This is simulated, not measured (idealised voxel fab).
process module | voxel air gaps
cross-section cut | 285 nm wide | cells 5 nm
A cross-section is a grid of square cells, given in bands from the top down. A band is one or more rows of cells.
Each band's line starts with the height of the band's top and of its bottom, in nm. Then come its materials from left to right, each with its width in nm. One material with "throughout" fills the band from edge to edge. "air" is empty space.
Height 0 is the level under which the wafer as received is all one material. The lowest band goes on downwards, as in "0 down".
A width such as "30 to 40" changes by the same amount from each row of cells to the next, from the band's top row to its bottom row.
"no change" after a step means that no cell of the cross-section changed.
closed voids: empty space of 8 cells or more with no open way to the top, each as width x height at its distance from the left edge, in nm
after a step's settings: what the simulator itself notes on the step
overlay nm, on a step with a mask: how far to the right of its planned place the mask lay; to the left if negative
plan
1 op RECEIVE | material Si
2 op CONFORMAL_DEP | material SiO2 | thk nm 10
3 op CONFORMAL_DEP | material SiN | thk nm 5
4 op DIRECTIONAL_DEP | material lowk | thk nm 40
5 op DIRECTIONAL_DEP | material aC | thk nm 10
6 op PATTERN | tone open | mask id LINES | material resist | width nm 15 | pitch nm 40 | thk nm 25 | overlay nm 0
7 op DIRECTIONAL_ETCH | etch materials aC | depth nm 10
8 op STRIP | etch materials resist
9 op DIRECTIONAL_ETCH | etch materials lowk | depth nm 40
10 op STRIP | etch materials aC
11 op CONFORMAL_DEP | material TiN | thk nm 5
12 op FILL_DEP | material Ru | thk nm 10
13 op CMP | height nm 55
14 op EPI | material Ru | thk nm 10
15 op SELECTIVE_ETCH | etch materials lowk | depth nm 50
16 op CONFORMAL_DEP | material SiN | thk nm 5
as received, after step 1
  0 down: Si throughout
  closed voids: none
a wafer at the end: this start, this plan, one mistake
  60 to 50: SiN throughout
  50 to 10: lowk throughout
  10 to 0: SiO2 throughout
  0 down: Si throughout
  closed voids: none
what went wrong: steps 3 and 4 were swapped
